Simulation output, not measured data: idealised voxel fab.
The process module presented herein is designated voxel self aligned contacts.
Cross-section cut: width 180 nm, square cells of 5 nm.
Cross-section, as written here: a square-cell grid given band by band from the top down, where a band holds one or more rows of cells. It is stipulated that each band's entry specify, in nanometres, the height of the top of the band and then that of its bottom, followed by the materials of the band in left-to-right sequence, each together with its width in nanometres. A single material marked by the word "edge to edge" is understood to fill the band from edge to edge; the word "empty" is understood to denote empty space. Below 0: as-received wafer, all one material; heights counted from there. Lowest band: no bottom, goes on down, written "from 0 down". Width spec "30 to 40" -> top row of cells at first value, bottom row at second value, equal per-row change in between. Take "no change" at face value: in the step it is given for, the cross-section changed in none of its cells. Each empty space that has no open way to the top and spans at least 8 cells appears under "Catalogued sealed voids" as width x height at distance, the distance counted from the left edge, all in nm. It should be noted that, on the line of a given step, the content following the step's settings is a remark produced by the simulator itself with respect to that step. What "overlay nm" on a step's line means: if the step has a mask, that mask lay this far to the right of its planned place, or, when the value is negative, to the left.

### So here's the lineup of process steps we planned
1 RECEIVE,material Si
2 CONFORMAL_DEP,material SiO2,thk nm 5
3 DIRECTIONAL_DEP,material polySi,thk nm 25
4 DIRECTIONAL_DEP,material SiN,thk nm 20
5 PATTERN,tone cover,mask id GATE,material resist,width nm 35,pitch nm 70,thk nm 15,overlay nm 0
6 DIRECTIONAL_ETCH,etch materials SiN,depth nm 20
7 DIRECTIONAL_ETCH,etch materials polySi,depth nm 25
8 STRIP,etch materials resist
9 CONFORMAL_DEP,material SiN,thk nm 5
10 DIRECTIONAL_ETCH,etch materials SiN,depth nm 5
11 FILL_DEP,material SiO2,thk nm 15
12 CMP,height nm 60
13 MASKED_ETCH,tone open,mask id CONTACT,width nm 55,etch materials SiO2,depth nm 60,overlay nm 0
14 CONFORMAL_DEP,material TiN,thk nm 5
15 FILL_DEP,material W,thk nm 5
16 CMP,height nm 60
17 CONFORMAL_DEP,material SiN,thk nm 5

### Here's what the wafer looked like in cross-section when it arrived - that's after step 1
  from 0 down | Si edge to edge
  Catalogued sealed voids: none

### Cross-sectional result after module completion. Note: starting condition and plan are unchanged from above; one processing mistake was made
  from 65 to 60 | SiN edge to edge
  from 60 to 50 | 60 nm SiO2  5 to 25 nm TiN  45 to 5 nm W  5 to 25 nm TiN  65 nm SiO2
  from 50 to 30 | 25 nm SiO2  55 nm SiN  5 nm TiN  5 nm W  5 nm TiN  55 nm SiN  30 nm SiO2
  from 30 to 5 | 25 nm SiO2  5 nm SiN  45 nm polySi  5 nm SiN  5 nm TiN  5 nm W  5 nm TiN  5 nm SiN  45 nm polySi  5 nm SiN  30 nm SiO2
  from 5 to 0 | 80 nm SiO2  15 nm TiN  85 nm SiO2
  from 0 down | Si edge to edge
  Catalogued sealed voids: none
Run error: contrary to plan, step 5 was performed as PATTERN,tone cover,mask id GATE,material resist,width nm 45,pitch nm 70,thk nm 15,overlay nm 0
